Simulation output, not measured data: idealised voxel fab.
The name of this process module is voxel gate over fins.
Square cells of 5 nm make up the cross-section cut, whose width is 250 nm.
A cross-section is a grid of square cells, given in bands from the top down. A band is one or more rows of cells. Top height, bottom height, nm. Materials left to right, width each, nm. Single material + "edge to edge" = fills band edge to edge. "blank" = empty. We count height from 0. Below that, the starting wafer is all one material. The lowest band never ends at the bottom but goes on down; see "0 down" for how that is written. A width such as "30..40" changes by the same amount from each row of cells to the next, from the band's top row to its bottom row. "no change occurred" means the step left every cell of the cross-section as it was. The entry titled "Enclosed internal voids" provides the empty spaces that have no open way to the top, restricted to those of 8 cells or more. Each is presented as width x height at distance, the distance being measured from the left edge, with all three in nm. If you see something after the settings on a step's line, that's the simulator's own remark about that step. The "overlay nm" setting may appear on a step's line; for a step that uses a mask, it gives how far to the right of its planned position the mask lay, and a negative value indicates the left.
The planned process steps are enumerated hereunder
1) RECEIVE (material Si)
2) CONFORMAL_DEP (material SiN; thk nm 5)
3) PATTERN (tone cover; mask id FINS; material resist; width nm 15; pitch nm 35; thk nm 15; overlay nm -15)
4) DIRECTIONAL_ETCH (etch materials SiN; depth nm 5)
5) DIRECTIONAL_ETCH (etch materials Si; depth nm 40)
6) STRIP (etch materials resist)
7) FILL_DEP (material SiO2; thk nm 15)
8) CMP (height nm 5)
9) SELECTIVE_ETCH (etch materials SiO2; depth nm 15)
10) STRIP (etch materials SiN)
11) CONFORMAL_DEP (material HfO2; thk nm 5)
12) CONFORMAL_DEP (material TiN; thk nm 5)
13) FILL_DEP (material W; thk nm 10)
14) CMP (height nm 15)
15) CONFORMAL_DEP (material SiCN; thk nm 5)
Split variable: overlay nm, step 3. Plan value = first wafer. Wafers start alike.
The first of several wafers, as received after step 1, seen in section
- 0 down | Si edge to edge
- Enclosed internal voids: none
Post step 15, the closing step of the module: first of several wafers, cross-sectioned
- 20 to 15 | SiCN edge to edge
- 15 to 10 | W edge to edge
- 10 to 5 | W 55  TiN 105  W 90
- 5 to 0 | W 55  TiN 5  HfO2 25  TiN 10  HfO2 25  TiN 10  HfO2 25  TiN 5  W 90
- 0 to -5 | TiN 60  HfO2 5  Si 15  HfO2 5  TiN 10  HfO2 5  Si 15  HfO2 5  TiN 10  HfO2 5  Si 15  HfO2 5  TiN 95
- -5 to -10 | HfO2 65  Si 15  HfO2 20  Si 15  HfO2 20  Si 15  HfO2 100
- -10 to -40 | SiO2 65  Si 15  SiO2 20  Si 15  SiO2 20  Si 15  SiO2 100
- -40 down | Si edge to edge
- Enclosed internal voids: none
Sectional view of the last wafer upon completion of the module
- 20 to 15 | SiCN edge to edge
- 15 to 10 | W edge to edge
- 10 to 5 | W 85  TiN 105  W 60
- 5 to 0 | W 85  TiN 5  HfO2 25  TiN 10  HfO2 25  TiN 10  HfO2 25  TiN 5  W 60
- 0 to -5 | TiN 90  HfO2 5  Si 15  HfO2 5  TiN 10  HfO2 5  Si 15  HfO2 5  TiN 10  HfO2 5  Si 15  HfO2 5  TiN 65
- -5 to -10 | HfO2 95  Si 15  HfO2 20  Si 15  HfO2 20  Si 15  HfO2 70
- -10 to -40 | SiO2 95  Si 15  SiO2 20  Si 15  SiO2 20  Si 15  SiO2 70
- -40 down | Si edge to edge
- Enclosed internal voids: none
Wafer rows; end of module; cells per material since receipt: (+) gained, (-) lost; then closed voids
overlay nm -15; +62 HfO2; -328 Si; +50 SiCN; +246 SiO2; +62 TiN; +108 W; Enclosed internal voids: none
overlay nm -10; +62 HfO2; -328 Si; +50 SiCN; +246 SiO2; +62 TiN; +108 W; Enclosed internal voids: none
overlay nm -5; +62 HfO2; -328 Si; +50 SiCN; +246 SiO2; +62 TiN; +108 W; Enclosed internal voids: none
overlay nm 0; +62 HfO2; -328 Si; +50 SiCN; +246 SiO2; +62 TiN; +108 W; Enclosed internal voids: none
overlay nm 5; +62 HfO2; -328 Si; +50 SiCN; +246 SiO2; +62 TiN; +108 W; Enclosed internal voids: none
overlay nm 10; +62 HfO2; -328 Si; +50 SiCN; +246 SiO2; +62 TiN; +108 W; Enclosed internal voids: none
overlay nm 15; +62 HfO2; -328 Si; +50 SiCN; +246 SiO2; +62 TiN; +108 W; Enclosed internal voids: none
